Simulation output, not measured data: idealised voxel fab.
The following process module bears the name voxel released beams.
The cross-section shown here is cut; it is 180 nm wide and divided into square cells measuring 5 nm on a side.
Cross-sections here: square-cell grids, written as top-down lists of bands, a band being one or more rows of cells. A band entry consists of two parts. The first gives the height of the band's top and the height of its bottom, in nm. The rest lists the band's materials from left to right, each with its width in nm. A single material labelled with the word "everywhere" fills the band from edge to edge, and the word "air" marks empty space. Heights from 0 (as-received wafer is one material below). Bottom band endless downward, as "0..down". Think of "30 to 40" as a width that walks from the first number to the second as you go down the band, top row to bottom row, taking equal-sized steps from row to row. Key: "same as before" - step with no changed cell in the cross-section. Any empty space of 8 cells or more lacking an open way to the top shows up in "Closed void table" as width x height at distance, distance from the left edge, in nm. Post-settings text on a step line: simulator's own remark regarding the step. Regarding "overlay nm": on a step with a mask, it is the distance the mask lay to the right of its planned place; a negative value places it to the left.

## The steps planned for the process are as follows
- 1: op RECEIVE | material Si
- 2: op CONFORMAL_DEP | material Al2O3 | thk nm 5
- 3: op DIRECTIONAL_DEP | material SiO2 | thk nm 20
- 4: op PATTERN | tone open | mask id ANCHOR | material resist | width nm 40 | thk nm 20 | overlay nm 0
- 5: op DIRECTIONAL_ETCH | etch materials SiO2 | depth nm 20
- 6: op STRIP | etch materials resist
- 7: op CONFORMAL_DEP | material polySi | thk nm 15
- 8: op DIRECTIONAL_DEP | material aC | thk nm 10
- 9: op PATTERN | tone cover | mask id BEAM | material resist | width nm 120 | thk nm 25 | overlay nm 0
- 10: op DIRECTIONAL_ETCH | etch materials aC | depth nm 10
- 11: op STRIP | etch materials resist
- 12: op DIRECTIONAL_ETCH | etch materials polySi | depth nm 15
- 13: op STRIP | etch materials aC
- 14: op STRIP | etch materials SiO2

## The first of a set of two wafers, run to plan

## Cross-section of the wafer upon arrival, representing the state reached after step 1
	0..down: Si everywhere
	Closed void table: none

## So this is the wafer cross-section right after step 2
	5..0: Al2O3 everywhere
	Under the height 0 nothing was changed.

## So this is the wafer cross-section right after step 3
	25..5: SiO2 everywhere
	Under the height 5 nothing was changed.

## So this is the wafer cross-section right after step 4
	45..25: resist 30 | air 40 | resist 110
	Under the height 25 nothing was changed.

## So this is the wafer cross-section right after step 5
	45..25: resist 30 | air 40 | resist 110
	25..5: SiO2 30 | air 40 | SiO2 110
	Under the height 5 nothing was changed.

## So this is the wafer cross-section right after step 6
	25..5: SiO2 30 | air 40 | SiO2 110
	Under the height 5 nothing was changed.

## So this is the wafer cross-section right after step 7
	40..25: polySi 45 | air 10 | polySi 125
	25..20: SiO2 30 | polySi 15 | air 10 | polySi 15 | SiO2 110
	20..5: SiO2 30 | polySi 40 | SiO2 110
	Under the height 5 nothing was changed.

## So this is the wafer cross-section right after step 8
	50..40: aC 45 | air 10 | aC 125
	40..30: polySi 45 | air 10 | polySi 125
	30..25: polySi 45 | aC 10 | polySi 125
	25..20: SiO2 30 | polySi 15 | aC 10 | polySi 15 | SiO2 110
	Under the height 20 nothing was changed.

## So this is the wafer cross-section right after step 9
	75..50: air 25 | resist 120 | air 35
	50..40: aC 45 | resist 10 | aC 125
	40..30: polySi 45 | resist 10 | polySi 125
	Under the height 30 nothing was changed.

## So this is the wafer cross-section right after step 10
	65..50: air 25 | resist 120 | air 35
	50..40: air 25 | aC 20 | resist 10 | aC 90 | air 35
	Under the height 40 nothing was changed.

## So this is the wafer cross-section right after step 11
	50..40: air 25 | aC 20 | air 10 | aC 90 | air 35
	40..30: polySi 45 | air 10 | polySi 125
	Under the height 30 nothing was changed.

## So this is the wafer cross-section right after step 12
	50..40: air 25 | aC 20 | air 10 | aC 90 | air 35
	40..30: air 25 | polySi 20 | air 10 | polySi 90 | air 35
	30..25: air 25 | polySi 20 | aC 10 | polySi 90 | air 35
	Under the height 25 nothing was changed.

## So this is the wafer cross-section right after step 13
	40..25: air 25 | polySi 20 | air 10 | polySi 90 | air 35
	25..20: SiO2 30 | polySi 15 | air 10 | polySi 15 | SiO2 110
	Under the height 20 nothing was changed.

## So this is the wafer cross-section right after step 14
	40..25: air 25 | polySi 20 | air 10 | polySi 90 | air 35
	25..20: air 30 | polySi 15 | air 10 | polySi 15 | air 110
	20..5: air 30 | polySi 40 | air 110
	Under the height 5 nothing was changed.

## The second wafer began exactly as the first did and followed the same plan, but one mistake was made while running it; through step 3 inclusive, the two wafers are identical

## X-section, second wafer, when step 4 was due to finish
	45..25: resist 20 | air 40 | resist 120
	Under the height 25 nothing was changed.

## X-section, second wafer, when step 5 was due to finish
	45..25: resist 20 | air 40 | resist 120
	25..5: SiO2 20 | air 40 | SiO2 120
	Under the height 5 nothing was changed.

## X-section, second wafer, when step 6 was due to finish
	25..5: SiO2 20 | air 40 | SiO2 120
	Under the height 5 nothing was changed.

## X-section, second wafer, when step 7 was due to finish
	40..25: polySi 35 | air 10 | polySi 135
	25..20: SiO2 20 | polySi 15 | air 10 | polySi 15 | SiO2 120
	20..5: SiO2 20 | polySi 40 | SiO2 120
	Under the height 5 nothing was changed.

## X-section, second wafer, when step 8 was due to finish
	50..40: aC 35 | air 10 | aC 135
	40..30: polySi 35 | air 10 | polySi 135
	30..25: polySi 35 | aC 10 | polySi 135
	25..20: SiO2 20 | polySi 15 | aC 10 | polySi 15 | SiO2 120
	Under the height 20 nothing was changed.

## X-section, second wafer, when step 9 was due to finish
	75..50: air 25 | resist 120 | air 35
	50..40: aC 35 | resist 10 | aC 135
	40..30: polySi 35 | resist 10 | polySi 135
	Under the height 30 nothing was changed.

## X-section, second wafer, when step 10 was due to finish
	65..50: air 25 | resist 120 | air 35
	50..40: air 25 | aC 10 | resist 10 | aC 100 | air 35
	Under the height 40 nothing was changed.

## X-section, second wafer, when step 11 was due to finish
	50..40: air 25 | aC 10 | air 10 | aC 100 | air 35
	40..30: polySi 35 | air 10 | polySi 135
	Under the height 30 nothing was changed.

## X-section, second wafer, when step 12 was due to finish
	50..40: air 25 | aC 10 | air 10 | aC 100 | air 35
	40..30: air 25 | polySi 10 | air 10 | polySi 100 | air 35
	30..25: air 25 | polySi 10 | aC 10 | polySi 100 | air 35
	Under the height 25 nothing was changed.

## X-section, second wafer, when step 13 was due to finish
	40..25: air 25 | polySi 10 | air 10 | polySi 100 | air 35
	25..20: SiO2 20 | polySi 15 | air 10 | polySi 15 | SiO2 120
	Under the height 20 nothing was changed.

## X-section, second wafer, when step 14 was due to finish
	40..25: air 25 | polySi 10 | air 10 | polySi 100 | air 35
	25..20: air 20 | polySi 15 | air 10 | polySi 15 | air 120
	20..5: air 20 | polySi 40 | air 120
	Under the height 5 nothing was changed.
Diagnosis: step 4 deviated from plan and actually ran as op PATTERN | tone open | mask id ANCHOR | material resist | width nm 40 | thk nm 20 | overlay nm -10
When the process is done, the second wafer contains the same cell count of every material as the first wafer, but distributed over other locations.
